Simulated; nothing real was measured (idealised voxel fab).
voxel transistor to metal: a process module
This is section cut - it's 170 nm across, gridded in 5 nm square cells.
Cross-section = grid of square cells, listed top down in bands; band = one or more rows.
Top, bottom (nm), then materials left to right with widths (nm); lone material tagged "full width" fills the whole band edge to edge; "air" = empty space.
Below 0: as-received wafer, all one material; heights counted from there. Lowest band: no bottom, goes on down, written "z 0 and below".
The notation "30 to 40" denotes a width that varies across the rows of cells in the band, beginning at the first number in the top row, finishing at the second number in the bottom row, and changing by an identical amount from each row to the next.
Any step labelled "remained unchanged" changed none of the cells in the cross-section.
The entry "Enclosed cavities" lists the empty spaces that cover at least 8 cells and have no open path to the top. Each is written as width x height at distance, where the distance is measured from the left edge and all three values are in nm.
The remark found on a step's line after its settings is issued by the simulator itself and pertains to that step.
"overlay nm" answers the question of how far to the right of plan the mask lay on a step that has a mask, and when it is negative the answer is to the left.
Layout of what follows: cross-section pairs, each bracketing one process step, the after cross-section shown only to the lowest band that changed, the step between and its settings noted under each pair. Pairs may originate in different runs of this module on the same starting wafer; a pair continues from the pair above only where its entry headed "Pre-step condition" says so.
Pre-step condition:
- z 60 to 45  air=40 / W=20 / air=45 / W=20 / air=45
- z 45 to 40  air=40 / TiN=20 / air=45 / TiN=20 / air=45
- z 40 to 30  SiO2=40 / TiN=5 / Ru=20 to 15 / TiN=5 to 10 / SiO2=25 / TiN=5 to 10 / Ru=20 to 15 / TiN=5 / SiO2=45
- z 30 to 20  SiO2=40 / TiN=5 / Ru=15 / TiN=5 / SiN=10 / SiCN=15 / SiN=10 / TiN=5 / Ru=15 / TiN=5 / SiO2=45
- z 20 to 5  SiO2=40 / TiN=5 / Ru=15 / TiN=5 / SiN=10 / polySi=15 / SiN=10 / TiN=5 / Ru=15 / TiN=5 / SiO2=45
- z 5 to 0  SiO2=40 / TiN=5 / Ru=5 / TiN=15 / SiN=10 / polySi=15 / SiN=10 / TiN=15 / Ru=5 / TiN=5 / SiO2=45
- z 0 to -5  SiO2=40 / TiN=5 / Ru=5 / TiN=5 / pSi=10 / SiN=10 / polySi=15 / SiN=10 / pSi=10 / TiN=5 / Ru=5 / TiN=5 / SiO2=45
- z -5 to -10  SiO2=40 / TiN=15 / pSi=10 / SiO2=35 / pSi=10 / TiN=15 / SiO2=45
- z -10 to -20  SiO2=30 / pSi=35 / Si=35 / pSi=35 / SiO2=35
- z -20 to -45  SiO2=30 / Si=105 / SiO2=35
- z -45 and below  Si full width
- Enclosed cavities: none
Resulting Structure:
- z 70 to 60  SiO2 full width
- z 60 to 45  SiO2=40 / W=20 / SiO2=45 / W=20 / SiO2=45
- z 45 to 40  SiO2=40 / TiN=20 / SiO2=45 / TiN=20 / SiO2=45
- Under 40: no change, same as before.
- Enclosed cavities: none
Process step bridging the above cross-sections: FILL_DEP | material SiO2 | thk nm 10
Pre-step condition: The structure entering this step is exactly what the pair just above shows after its step.
Resulting Structure:
- z 60 to 45  SiO2=40 / W=20 / SiO2=45 / W=20 / SiO2=45
- Under 45: no change, same as before.
- Enclosed cavities: none
Process step bridging the above cross-sections: CMP | height nm 60
Pre-step condition: The structure entering this step is exactly what the pair just above shows after its step.
Resulting Structure:
- z 65 to 60  SiCN full width
- Under 60: no change, same as before.
- Enclosed cavities: none
Process step bridging the above cross-sections: CONFORMAL_DEP | material SiCN | thk nm 5
Pre-step condition:
- z 30 to 20  SiO2=65 / SiN=10 / SiCN=15 / SiN=10 / SiO2=70
- z 20 to 0  SiO2=65 / SiN=10 / polySi=15 / SiN=10 / SiO2=70
- z 0 to -5  SiO2=55 / pSi=10 / SiN=10 / polySi=15 / SiN=10 / pSi=10 / SiO2=60
- z -5 to -10  SiO2=55 / pSi=10 / SiO2=35 / pSi=10 / SiO2=60
- z -10 to -20  SiO2=30 / pSi=35 / Si=35 / pSi=35 / SiO2=35
- z -20 to -25  SiO2=30 / Si=105 / SiO2=35
- z -25 and below  Si full width
- Enclosed cavities: none
Resulting Structure:
- z 30 to 20  SiO2=40 / air=25 / SiN=10 / SiCN=15 / SiN=10 / air=25 / SiO2=45
- z 20 to 0  SiO2=40 / air=25 / SiN=10 / polySi=15 / SiN=10 / air=25 / SiO2=45
- z 0 to -5  SiO2=40 / air=15 / pSi=10 / SiN=10 / polySi=15 / SiN=10 / pSi=10 / air=15 / SiO2=45
- z -5 to -10  SiO2=40 / air=15 / pSi=10 / SiO2=35 / pSi=10 / air=15 / SiO2=45
- Under -10: no change, same as before.
- Enclosed cavities: none
Process step bridging the above cross-sections: MASKED_ETCH | tone open | mask id CONTACT | width nm 30 | pitch nm 55 | etch materials SiO2 | depth nm 50 | overlay nm 0
Pre-step condition: The structure entering this step is exactly what the pair just above shows after its step.
Resulting Structure:
- z 40 to 30  SiO2=40 / air=25 / SiO2=35 / air=25 / SiO2=45
- z 30 to 20  SiO2=40 / air=25 / SiN=10 / SiCN=15 / SiN=10 / air=25 / SiO2=45
- z 20 to 10  SiO2=40 / air=25 / SiN=10 / polySi=15 / SiN=10 / air=25 / SiO2=45
- z 10 to 0  SiO2=40 / air=15 / SiO2=10 / SiN=10 / polySi=15 / SiN=10 / SiO2=10 / air=15 / SiO2=45
- z 0 to -5  SiO2=55 / pSi=10 / SiN=10 / polySi=15 / SiN=10 / pSi=10 / SiO2=60
- z -5 to -10  SiO2=55 / pSi=10 / SiO2=35 / pSi=10 / SiO2=60
- Under -10: no change, same as before.
- Enclosed cavities: none
Process step bridging the above cross-sections: DIRECTIONAL_DEP | material SiO2 | thk nm 10
Pre-step condition: The structure entering this step is exactly what the pair just above shows after its step.
Resulting Structure:
- z 45 to 40  TiN=45 / air=15 / TiN=45 / air=15 / TiN=50
- z 40 to 30  SiO2=40 / TiN=5 / air=15 / TiN=5 / SiO2=35 / TiN=5 / air=15 / TiN=5 / SiO2=45
- z 30 to 20  SiO2=40 / TiN=5 / air=15 / TiN=5 / SiN=10 / SiCN=15 / SiN=10 / TiN=5 / air=15 / TiN=5 / SiO2=45
- z 20 to 10  SiO2=40 / TiN=5 / air=15 to 5 / TiN=5 to 15 / SiN=10 / polySi=15 / SiN=10 / TiN=5 to 15 / air=15 to 5 / TiN=5 / SiO2=45
- z 10 to 5  SiO2=40 / TiN=5 / air=5 / TiN=5 / SiO2=10 / SiN=10 / polySi=15 / SiN=10 / SiO2=10 / TiN=5 / air=5 / TiN=5 / SiO2=45
- z 5 to 0  SiO2=40 / TiN=15 / SiO2=10 / SiN=10 / polySi=15 / SiN=10 / SiO2=10 / TiN=15 / SiO2=45
- Under 0: no change, same as before.
- Enclosed cavities: none
Process step bridging the above cross-sections: CONFORMAL_DEP | material TiN | thk nm 5
Pre-step condition: The structure entering this step is exactly what the pair just above shows after its step.
Resulting Structure:
- z 50 to 45  Ru full width
- z 45 to 40  TiN=45 / Ru=15 / TiN=45 / Ru=15 / TiN=50
- z 40 to 30  SiO2=40 / TiN=5 / Ru=15 / TiN=5 / SiO2=35 / TiN=5 / Ru=15 / TiN=5 / SiO2=45
- z 30 to 20  SiO2=40 / TiN=5 / Ru=15 / TiN=5 / SiN=10 / SiCN=15 / SiN=10 / TiN=5 / Ru=15 / TiN=5 / SiO2=45
- z 20 to 10  SiO2=40 / TiN=5 / Ru=15 to 5 / TiN=5 to 15 / SiN=10 / polySi=15 / SiN=10 / TiN=5 to 15 / Ru=15 to 5 / TiN=5 / SiO2=45
- z 10 to 5  SiO2=40 / TiN=5 / Ru=5 / TiN=5 / SiO2=10 / SiN=10 / polySi=15 / SiN=10 / SiO2=10 / TiN=5 / Ru=5 / TiN=5 / SiO2=45
- Under 5: no change, same as before.
- Enclosed cavities: none
Process step bridging the above cross-sections: FILL_DEP | material Ru | thk nm 5
Pre-step condition: The structure entering this step is exactly what the pair just above shows after its step.
Resulting Structure:
- z 40 to 30  SiO2=40 / TiN=5 / Ru=15 / TiN=5 / SiO2=35 / TiN=5 / Ru=15 / TiN=5 / SiO2=45
- Under 30: no change, same as before.
- Enclosed cavities: none
Process step bridging the above cross-sections: CMP | height nm 40
Pre-step condition: The structure entering this step is exactly what the pair just above shows after its step.
Resulting Structure:
- z 45 to 40  TiN full width
- Under 40: no change, same as before.
- Enclosed cavities: none
Process step bridging the above cross-sections: DIRECTIONAL_DEP | material TiN | thk nm 5
Pre-step condition: The structure entering this step is exactly what the pair just above shows after its step.
Resulting Structure:
- z 60 to 45  W full width
- Under 45: no change, same as before.
- Enclosed cavities: none
Process step bridging the above cross-sections: DIRECTIONAL_DEP | material W | thk nm 15
Pre-step condition: The structure entering this step is exactly what the pair just above shows after its step.
Resulting Structure:
- z 60 to 45  air=40 / W=20 / air=45 / W=20 / air=45
- Under 45: no change, same as before.
- Enclosed cavities: none
Process step bridging the above cross-sections: MASKED_ETCH | tone cover | mask id METAL_1 | width nm 20 | pitch nm 65 | etch materials W | depth nm 15 | overlay nm 0
Pre-step condition: The structure entering this step is exactly what the pair just above shows after its step.
Resulting Structure:
- z 60 to 45  air=40 / W=20 / air=45 / W=20 / air=45
- z 45 to 40  air=40 / TiN=20 / air=45 / TiN=20 / air=45
- Under 40: no change, same as before.
- Enclosed cavities: none
Process step bridging the above cross-sections: MASKED_ETCH | tone cover | mask id METAL_1 | width nm 20 | pitch nm 65 | etch materials TiN | depth nm 5 | overlay nm 0
Pre-step condition: The structure entering this step is exactly what the pair just above shows after its step.
Resulting Structure:
- z 70 to 60  SiO2 full width
- z 60 to 45  SiO2=40 / W=20 / SiO2=45 / W=20 / SiO2=45
- z 45 to 40  SiO2=40 / TiN=20 / SiO2=45 / TiN=20 / SiO2=45
- Under 40: no change, same as before.
- Enclosed cavities: none
Process step bridging the above cross-sections: FILL_DEP | material SiO2 | thk nm 10
Pre-step condition: The structure entering this step is exactly what the pair just above shows after its step.
Resulting Structure:
- z 60 to 45  SiO2=40 / W=20 / SiO2=45 / W=20 / SiO2=45
- Under 45: no change, same as before.
- Enclosed cavities: none
Process step bridging the above cross-sections: CMP | height nm 60
Pre-step condition: The structure entering this step is exactly what the pair just above shows after its step.
Resulting Structure:
- z 65 to 60  SiCN full width
- Under 60: no change, same as before.
- Enclosed cavities: none
Process step bridging the above cross-sections: CONFORMAL_DEP | material SiCN | thk nm 5
Pre-step condition:
- z 70 to 60  SiO2 full width
- z 60 to 45  SiO2=40 / W=20 / SiO2=45 / W=20 / SiO2=45
- z 45 to 40  SiO2=40 / TiN=20 / SiO2=45 / TiN=20 / SiO2=45
- z 40 to 30  SiO2=40 / TiN=5 / Ru=20 to 15 / TiN=5 to 10 / SiO2=25 / TiN=5 to 10 / Ru=20 to 15 / TiN=5 / SiO2=45
- z 30 to 20  SiO2=40 / TiN=5 / Ru=15 / TiN=5 / SiN=10 / SiCN=15 / SiN=10 / TiN=5 / Ru=15 / TiN=5 / SiO2=45
- z 20 to 5  SiO2=40 / TiN=5 / Ru=15 / TiN=5 / SiN=10 / polySi=15 / SiN=10 / TiN=5 / Ru=15 / TiN=5 / SiO2=45
- z 5 to 0  SiO2=40 / TiN=5 / Ru=5 / TiN=15 / SiN=10 / polySi=15 / SiN=10 / TiN=15 / Ru=5 / TiN=5 / SiO2=45
- z 0 to -5  SiO2=40 / TiN=5 / Ru=5 / TiN=5 / pSi=10 / SiN=10 / polySi=15 / SiN=10 / pSi=10 / TiN=5 / Ru=5 / TiN=5 / SiO2=45
- z -5 to -10  SiO2=40 / TiN=15 / pSi=10 / SiO2=35 / pSi=10 / TiN=15 / SiO2=45
- z -10 to -20  SiO2=30 / pSi=35 / Si=35 / pSi=35 / SiO2=35
- z -20 to -25  SiO2=30 / Si=105 / SiO2=35
- z -25 and below  Si full width
- Enclosed cavities: none
Resulting Structure:
- z 65 to 60  SiO2 full width
- Under 60: no change, same as before.
- Enclosed cavities: none
Process step bridging the above cross-sections: CMP | height nm 65
Pre-step condition: The structure entering this step is exactly what the pair just above shows after its step.
Resulting Structure:
- z 70 to 65  SiCN full width
- Under 65: no change, same as before.
- Enclosed cavities: none
Process step bridging the above cross-sections: CONFORMAL_DEP | material SiCN | thk nm 5
Pre-step condition:
- z 30 to 20  SiCN full width
- z 20 to -5  polySi full width
- z -5 to -10  SiO2 full width
- z -10 to -25  SiO2=30 / Si=105 / SiO2=35
- z -25 and below  Si full width
- Enclosed cavities: none
Resulting Structure:
- z 30 to 20  air=70 / SiCN=25 / air=75
- Under 20: no change, same as before.
- Enclosed cavities: none
Process step bridging the above cross-sections: MASKED_ETCH | tone cover | mask id GATE | width nm 25 | etch materials SiCN | depth nm 20 | overlay nm 0
Pre-step condition: The structure entering this step is exactly what the pair just above shows after its step.
Resulting Structure:
- z 30 to 20  air=70 / SiCN=25 / air=75
- z 20 to -5  air=70 / polySi=25 / air=75
- Under -5: no change, same as before.
- Enclosed cavities: none
Process step bridging the above cross-sections: MASKED_ETCH | tone cover | mask id GATE | width nm 15 | etch materials polySi | depth nm 35 | overlay nm 0
Pre-step condition: The structure entering this step is exactly what the pair just above shows after its step.
Resulting Structure:
- z 40 to 30  air=60 / SiN=45 / air=65
- z 30 to 20  air=60 / SiN=10 / SiCN=25 / SiN=10 / air=65
- z 20 to 5  air=60 / SiN=10 / polySi=25 / SiN=10 / air=65
- z 5 to -5  SiN=70 / polySi=25 / SiN=75
- Under -5: no change, same as before.
- Enclosed cavities: none
Process step bridging the above cross-sections: CONFORMAL_DEP | material SiN | thk nm 10
Pre-step condition: The structure entering this step is exactly what the pair just above shows after its step.
Resulting Structure:
- z 30 to 20  air=60 / SiN=10 / SiCN=25 / SiN=10 / air=65
- z 20 to -5  air=60 / SiN=10 / polySi=25 / SiN=10 / air=65
- Under -5: no change, same as before.
- Enclosed cavities: none
Process step bridging the above cross-sections: DIRECTIONAL_ETCH | etch materials SiN | depth nm 10
Pre-step condition: The structure entering this step is exactly what the pair just above shows after its step.
Resulting Structure:
- z 30 to 20  air=60 / SiN=10 / SiCN=25 / SiN=10 / air=65
- z 20 to -5  air=60 / SiN=10 / polySi=25 / SiN=10 / air=65
- z -5 to -10  air=60 / SiO2=45 / air=65
- Under -10: no change, same as before.
- Enclosed cavities: none
Process step bridging the above cross-sections: DIRECTIONAL_ETCH | etch materials SiO2 | depth nm 5
Pre-step condition: The structure entering this step is exactly what the pair just above shows after its step.
Resulting Structure:
- z 30 to 20  air=60 / SiN=10 / SiCN=25 / SiN=10 / air=65
- z 20 to -5  air=60 / SiN=10 / polySi=25 / SiN=10 / air=65
- z -5 to -10  air=60 / SiO2=45 / air=65
- z -10 to -20  SiO2=30 / air=30 / Si=45 / air=30 / SiO2=35
- Under -20: no change, same as before.
- Enclosed cavities: none
Process step bridging the above cross-sections: DIRECTIONAL_ETCH | etch materials Si | depth nm 10
Pre-step condition: The structure entering this step is exactly what the pair just above shows after its step.
Resulting Structure:
- z 30 to 20  air=60 / SiN=10 / SiCN=25 / SiN=10 / air=65
- z 20 to 0  air=60 / SiN=10 / polySi=25 / SiN=10 / air=65
- z 0 to -5  air=50 / pSi=10 / SiN=10 / polySi=25 / SiN=10 / pSi=10 / air=55
- z -5 to -10  air=50 / pSi=10 / SiO2=45 / pSi=10 / air=55
- z -10 to -20  SiO2=30 / pSi=30 / Si=45 / pSi=30 / SiO2=35
- Under -20: no change, same as before.
- Enclosed cavities: none
Process step bridging the above cross-sections: EPI | material pSi | thk nm 10
Pre-step condition: The structure entering this step is exactly what the pair just above shows after its step.
Resulting Structure:
- z 35 to 30  SiO2 full width
- z 30 to 20  SiO2=60 / SiN=10 / SiCN=25 / SiN=10 / SiO2=65
- z 20 to 0  SiO2=60 / SiN=10 / polySi=25 / SiN=10 / SiO2=65
- z 0 to -5  SiO2=50 / pSi=10 / SiN=10 / polySi=25 / SiN=10 / pSi=10 / SiO2=55
- z -5 to -10  SiO2=50 / pSi=10 / SiO2=45 / pSi=10 / SiO2=55
- Under -10: no change, same as before.
- Enclosed cavities: none
Process step bridging the above cross-sections: FILL_DEP | material SiO2 | thk nm 5
Pre-step condition: The structure entering this step is exactly what the pair just above shows after its step.
Resulting Structure:
- z 30 to 20  SiO2=60 / SiN=10 / SiCN=25 / SiN=10 / SiO2=65
- Under 20: no change, same as before.
- Enclosed cavities: none
Process step bridging the above cross-sections: CMP | height nm 30
Pre-step condition: The structure entering this step is exactly what the pair just above shows after its step.
Resulting Structure:
- z 40 to 30  SiO2 full width
- Under 30: no change, same as before.
- Enclosed cavities: none
Process step bridging the above cross-sections: DIRECTIONAL_DEP | material SiO2 | thk nm 10
Pre-step condition: The structure entering this step is exactly what the pair just above shows after its step.
Resulting Structure:
- z 40 to 30  SiO2=40 / air=30 / SiO2=25 / air=30 / SiO2=45
- z 30 to 20  SiO2=40 / air=20 / SiN=10 / SiCN=25 / SiN=10 / air=20 / SiO2=45
- z 20 to 0  SiO2=40 / air=20 / SiN=10 / polySi=25 / SiN=10 / air=20 / SiO2=45
- z 0 to -5  SiO2=40 / air=10 / pSi=10 / SiN=10 / polySi=25 / SiN=10 / pSi=10 / air=10 / SiO2=45
- z -5 to -10  SiO2=40 / air=10 / pSi=10 / SiO2=45 / pSi=10 / air=10 / SiO2=45
- Under -10: no change, same as before.
- Enclosed cavities: none
Process step bridging the above cross-sections: MASKED_ETCH | tone open | mask id CONTACT | width nm 30 | pitch nm 55 | etch materials SiO2 | depth nm 50 | overlay nm 0
Pre-step condition: The structure entering this step is exactly what the pair just above shows after its step.
Resulting Structure:
- z 45 to 40  TiN=45 / air=20 / TiN=35 / air=20 / TiN=50
- z 40 to 30  SiO2=40 / TiN=5 / air=20 to 10 / TiN=5 to 15 / SiO2=25 / TiN=5 to 15 / air=20 to 10 / TiN=5 / SiO2=45
- z 30 to 20  SiO2=40 / TiN=5 / air=10 / TiN=5 / SiN=10 / SiCN=25 / SiN=10 / TiN=5 / air=10 / TiN=5 / SiO2=45
- z 20 to 5  SiO2=40 / TiN=5 / air=10 / TiN=5 / SiN=10 / polySi=25 / SiN=10 / TiN=5 / air=10 / TiN=5 / SiO2=45
- z 5 to 0  SiO2=40 / TiN=20 / SiN=10 / polySi=25 / SiN=10 / TiN=20 / SiO2=45
- z 0 to -5  SiO2=40 / TiN=10 / pSi=10 / SiN=10 / polySi=25 / SiN=10 / pSi=10 / TiN=10 / SiO2=45
- z -5 to -10  SiO2=40 / TiN=10 / pSi=10 / SiO2=45 / pSi=10 / TiN=10 / SiO2=45
- Under -10: no change, same as before.
- Enclosed cavities: none
Process step bridging the above cross-sections: CONFORMAL_DEP | material TiN | thk nm 5
Pre-step condition: The structure entering this step is exactly what the pair just above shows after its step.
Resulting Structure:
- z 50 to 45  Ru full width
- z 45 to 40  TiN=45 / Ru=20 / TiN=35 / Ru=20 / TiN=50
- z 40 to 30  SiO2=40 / TiN=5 / Ru=20 to 10 / TiN=5 to 15 / SiO2=25 / TiN=5 to 15 / Ru=20 to 10 / TiN=5 / SiO2=45
- z 30 to 20  SiO2=40 / TiN=5 / Ru=10 / TiN=5 / SiN=10 / SiCN=25 / SiN=10 / TiN=5 / Ru=10 / TiN=5 / SiO2=45
- z 20 to 5  SiO2=40 / TiN=5 / Ru=10 / TiN=5 / SiN=10 / polySi=25 / SiN=10 / TiN=5 / Ru=10 / TiN=5 / SiO2=45
- Under 5: no change, same as before.
- Enclosed cavities: none
Process step bridging the above cross-sections: FILL_DEP | material Ru | thk nm 5
Pre-step condition: The structure entering this step is exactly what the pair just above shows after its step.
Resulting Structure:
- z 40 to 30  SiO2=40 / TiN=5 / Ru=20 to 10 / TiN=5 to 15 / SiO2=25 / TiN=5 to 15 / Ru=20 to 10 / TiN=5 / SiO2=45
- Under 30: no change, same as before.
- Enclosed cavities: none
Process step bridging the above cross-sections: CMP | height nm 40
Pre-step condition: The structure entering this step is exactly what the pair just above shows after its step.
Resulting Structure:
- z 45 to 40  TiN full width
- Under 40: no change, same as before.
- Enclosed cavities: none
Process step bridging the above cross-sections: DIRECTIONAL_DEP | material TiN | thk nm 5
Pre-step condition: The structure entering this step is exactly what the pair just above shows after its step.
Resulting Structure:
- z 60 to 45  W full width
- Under 45: no change, same as before.
- Enclosed cavities: none
Process step bridging the above cross-sections: DIRECTIONAL_DEP | material W | thk nm 15
Pre-step condition: The structure entering this step is exactly what the pair just above shows after its step.
Resulting Structure:
- z 60 to 45  air=40 / W=20 / air=45 / W=20 / air=45
- Under 45: no change, same as before.
- Enclosed cavities: none
Process step bridging the above cross-sections: MASKED_ETCH | tone cover | mask id METAL_1 | width nm 20 | pitch nm 65 | etch materials W | depth nm 15 | overlay nm 0
Pre-step condition: The structure entering this step is exactly what the pair just above shows after its step.
Resulting Structure:
- z 60 to 45  air=40 / W=20 / air=45 / W=20 / air=45
- z 45 to 40  air=40 / TiN=20 / air=45 / TiN=20 / air=45
- Under 40: no change, same as before.
- Enclosed cavities: none
Process step bridging the above cross-sections: MASKED_ETCH | tone cover | mask id METAL_1 | width nm 20 | pitch nm 65 | etch materials TiN | depth nm 5 | overlay nm 0
Pre-step condition: The structure entering this step is exactly what the pair just above shows after its step.
Resulting Structure:
- z 70 to 60  SiO2 full width
- z 60 to 45  SiO2=40 / W=20 / SiO2=45 / W=20 / SiO2=45
- z 45 to 40  SiO2=40 / TiN=20 / SiO2=45 / TiN=20 / SiO2=45
- Under 40: no change, same as before.
- Enclosed cavities: none
Process step bridging the above cross-sections: FILL_DEP | material SiO2 | thk nm 10
Pre-step condition: The structure entering this step is exactly what the pair just above shows after its step.
Resulting Structure:
- z 60 to 45  SiO2=40 / W=20 / SiO2=45 / W=20 / SiO2=45
- Under 45: no change, same as before.
- Enclosed cavities: none
Process step bridging the above cross-sections: CMP | height nm 60
Pre-step condition: The structure entering this step is exactly what the pair just above shows after its step.
Resulting Structure:
- z 65 to 60  SiCN full width
- Under 60: no change, same as before.
- Enclosed cavities: none
Process step bridging the above cross-sections: CONFORMAL_DEP | material SiCN | thk nm 5
Pre-step condition:
- z 30 to 20  air=75 / SiCN=15 / air=80
- z 20 to -5  polySi full width
- z -5 to -10  SiO2 full width
- z -10 to -25  SiO2=30 / Si=105 / SiO2=35
- z -25 and below  Si full width
- Enclosed cavities: none
Resulting Structure:
- z 30 to 20  air=75 / SiCN=15 / air=80
- z 20 to -5  air=65 / polySi=25 / air=80
- Under -5: no change, same as before.
- Enclosed cavities: none
Process step bridging the above cross-sections: MASKED_ETCH | tone cover | mask id GATE | width nm 15 | etch materials polySi | depth nm 35 | overlay nm -10
Pre-step condition: The structure entering this step is exactly what the pair just above shows after its step.
Resulting Structure:
- z 40 to 30  air=65 / SiN=35 / air=70
- z 30 to 20  air=55 / SiN=20 / SiCN=15 / SiN=10 / air=70
- z 20 to 5  air=55 / SiN=10 / polySi=25 / SiN=10 / air=70
- z 5 to -5  SiN=65 / polySi=25 / SiN=80
- Under -5: no change, same as before.
- Enclosed cavities: none
Process step bridging the above cross-sections: CONFORMAL_DEP | material SiN | thk nm 10
Pre-step condition: The structure entering this step is exactly what the pair just above shows after its step.
Resulting Structure:
- z 30 to 20  air=65 / SiN=10 / SiCN=15 / SiN=10 / air=70
- z 20 to -5  air=55 / SiN=10 / polySi=25 / SiN=10 / air=70
- Under -5: no change, same as before.
- Enclosed cavities: none
Process step bridging the above cross-sections: DIRECTIONAL_ETCH | etch materials SiN | depth nm 10
Pre-step condition: The structure entering this step is exactly what the pair just above shows after its step.
Resulting Structure:
- z 30 to 20  air=65 / SiN=10 / SiCN=15 / SiN=10 / air=70
- z 20 to -5  air=55 / SiN=10 / polySi=25 / SiN=10 / air=70
- z -5 to -10  air=55 / SiO2=45 / air=70
- Under -10: no change, same as before.
- Enclosed cavities: none
Process step bridging the above cross-sections: DIRECTIONAL_ETCH | etch materials SiO2 | depth nm 5
Pre-step condition: The structure entering this step is exactly what the pair just above shows after its step.
Resulting Structure:
- z 30 to 20  air=65 / SiN=10 / SiCN=15 / SiN=10 / air=70
- z 20 to -5  air=55 / SiN=10 / polySi=25 / SiN=10 / air=70
- z -5 to -10  air=55 / SiO2=45 / air=70
- z -10 to -20  SiO2=30 / air=25 / Si=45 / air=35 / SiO2=35
- Under -20: no change, same as before.
- Enclosed cavities: none
Process step bridging the above cross-sections: DIRECTIONAL_ETCH | etch materials Si | depth nm 10
Pre-step condition: The structure entering this step is exactly what the pair just above shows after its step.
Resulting Structure:
- z 30 to 20  air=65 / SiN=10 / SiCN=15 / SiN=10 / air=70
- z 20 to 0  air=55 / SiN=10 / polySi=25 / SiN=10 / air=70
- z 0 to -5  air=45 / pSi=10 / SiN=10 / polySi=25 / SiN=10 / pSi=10 / air=60
- z -5 to -10  air=45 / pSi=10 / SiO2=45 / pSi=10 / air=60
- z -10 to -20  SiO2=30 / pSi=25 / Si=45 / pSi=35 / SiO2=35
- Under -20: no change, same as before.
- Enclosed cavities: none
Process step bridging the above cross-sections: EPI | material pSi | thk nm 10
Pre-step condition: The structure entering this step is exactly what the pair just above shows after its step.
Resulting Structure:
- z 35 to 30  SiO2 full width
- z 30 to 20  SiO2=65 / SiN=10 / SiCN=15 / SiN=10 / SiO2=70
- z 20 to 0  SiO2=55 / SiN=10 / polySi=25 / SiN=10 / SiO2=70
- z 0 to -5  SiO2=45 / pSi=10 / SiN=10 / polySi=25 / SiN=10 / pSi=10 / SiO2=60
- z -5 to -10  SiO2=45 / pSi=10 / SiO2=45 / pSi=10 / SiO2=60
- Under -10: no change, same as before.
- Enclosed cavities: none
Process step bridging the above cross-sections: FILL_DEP | material SiO2 | thk nm 5
Pre-step condition: The structure entering this step is exactly what the pair just above shows after its step.
Resulting Structure:
- z 30 to 20  SiO2=65 / SiN=10 / SiCN=15 / SiN=10 / SiO2=70
- Under 20: no change, same as before.
- Enclosed cavities: none
Process step bridging the above cross-sections: CMP | height nm 30
Pre-step condition: The structure entering this step is exactly what the pair just above shows after its step.
Resulting Structure:
- z 40 to 30  SiO2 full width
- Under 30: no change, same as before.
- Enclosed cavities: none
Process step bridging the above cross-sections: DIRECTIONAL_DEP | material SiO2 | thk nm 10
Pre-step condition: The structure entering this step is exactly what the pair just above shows after its step.
Resulting Structure:
- z 40 to 30  SiO2=40 / air=30 / SiO2=25 / air=30 / SiO2=45
- z 30 to 20  SiO2=40 / air=25 / SiN=10 / SiCN=15 / SiN=10 / air=25 / SiO2=45
- z 20 to 0  SiO2=40 / air=15 / SiN=10 / polySi=25 / SiN=10 / air=25 / SiO2=45
- z 0 to -5  SiO2=40 / air=5 / pSi=10 / SiN=10 / polySi=25 / SiN=10 / pSi=10 / air=15 / SiO2=45
- z -5 to -10  SiO2=40 / air=5 / pSi=10 / SiO2=45 / pSi=10 / air=15 / SiO2=45
- Under -10: no change, same as before.
- Enclosed cavities: none
Process step bridging the above cross-sections: MASKED_ETCH | tone open | mask id CONTACT | width nm 30 | pitch nm 55 | etch materials SiO2 | depth nm 50 | overlay nm 0
Pre-step condition: The structure entering this step is exactly what the pair just above shows after its step.
Resulting Structure:
- z 45 to 40  TiN=45 / air=20 / TiN=35 / air=20 / TiN=50
- z 40 to 30  SiO2=40 / TiN=5 / air=20 to 15 / TiN=5 to 10 / SiO2=25 / TiN=5 to 10 / air=20 to 15 / TiN=5 / SiO2=45
- z 30 to 20  SiO2=40 / TiN=5 / air=15 to 5 / TiN=5 to 15 / SiN=10 / SiCN=15 / SiN=10 / TiN=5 / air=15 / TiN=5 / SiO2=45
- z 20 to 5  SiO2=40 / TiN=5 / air=5 / TiN=5 / SiN=10 / polySi=25 / SiN=10 / TiN=5 / air=15 / TiN=5 / SiO2=45
- z 5 to 0  SiO2=40 / TiN=15 / SiN=10 / polySi=25 / SiN=10 / TiN=15 / air=5 / TiN=5 / SiO2=45
- z 0 to -5  SiO2=40 / TiN=5 / pSi=10 / SiN=10 / polySi=25 / SiN=10 / pSi=10 / TiN=5 / air=5 / TiN=5 / SiO2=45
- z -5 to -10  SiO2=40 / TiN=5 / pSi=10 / SiO2=45 / pSi=10 / TiN=15 / SiO2=45
- Under -10: no change, same as before.
- Enclosed cavities: none
Process step bridging the above cross-sections: CONFORMAL_DEP | material TiN | thk nm 5
Pre-step condition: The structure entering this step is exactly what the pair just above shows after its step.
Resulting Structure:
- z 50 to 45  Ru full width
- z 45 to 40  TiN=45 / Ru=20 / TiN=35 / Ru=20 / TiN=50
- z 40 to 30  SiO2=40 / TiN=5 / Ru=20 to 15 / TiN=5 to 10 / SiO2=25 / TiN=5 to 10 / Ru=20 to 15 / TiN=5 / SiO2=45
- z 30 to 20  SiO2=40 / TiN=5 / Ru=15 to 5 / TiN=5 to 15 / SiN=10 / SiCN=15 / SiN=10 / TiN=5 / Ru=15 / TiN=5 / SiO2=45
- z 20 to 5  SiO2=40 / TiN=5 / Ru=5 / TiN=5 / SiN=10 / polySi=25 / SiN=10 / TiN=5 / Ru=15 / TiN=5 / SiO2=45
- z 5 to 0  SiO2=40 / TiN=15 / SiN=10 / polySi=25 / SiN=10 / TiN=15 / Ru=5 / TiN=5 / SiO2=45
- z 0 to -5  SiO2=40 / TiN=5 / pSi=10 / SiN=10 / polySi=25 / SiN=10 / pSi=10 / TiN=5 / Ru=5 / TiN=5 / SiO2=45
- Under -5: no change, same as before.
- Enclosed cavities: none
Process step bridging the above cross-sections: FILL_DEP | material Ru | thk nm 5
Pre-step condition: The structure entering this step is exactly what the pair just above shows after its step.
Resulting Structure:
- z 40 to 30  SiO2=40 / TiN=5 / Ru=20 to 15 / TiN=5 to 10 / SiO2=25 / TiN=5 to 10 / Ru=20 to 15 / TiN=5 / SiO2=45
- Under 30: no change, same as before.
- Enclosed cavities: none
Process step bridging the above cross-sections: CMP | height nm 40
Pre-step condition: The structure entering this step is exactly what the pair just above shows after its step.
Resulting Structure:
- z 45 to 40  TiN full width
- Under 40: no change, same as before.
- Enclosed cavities: none
Process step bridging the above cross-sections: DIRECTIONAL_DEP | material TiN | thk nm 5
Pre-step condition: The structure entering this step is exactly what the pair just above shows after its step.
Resulting Structure:
- z 60 to 45  W full width
- Under 45: no change, same as before.
- Enclosed cavities: none
Process step bridging the above cross-sections: DIRECTIONAL_DEP | material W | thk nm 15
Pre-step condition: The structure entering this step is exactly what the pair just above shows after its step.
Resulting Structure:
- z 60 to 45  air=40 / W=20 / air=45 / W=20 / air=45
- Under 45: no change, same as before.
- Enclosed cavities: none
Process step bridging the above cross-sections: MASKED_ETCH | tone cover | mask id METAL_1 | width nm 20 | pitch nm 65 | etch materials W | depth nm 15 | overlay nm 0
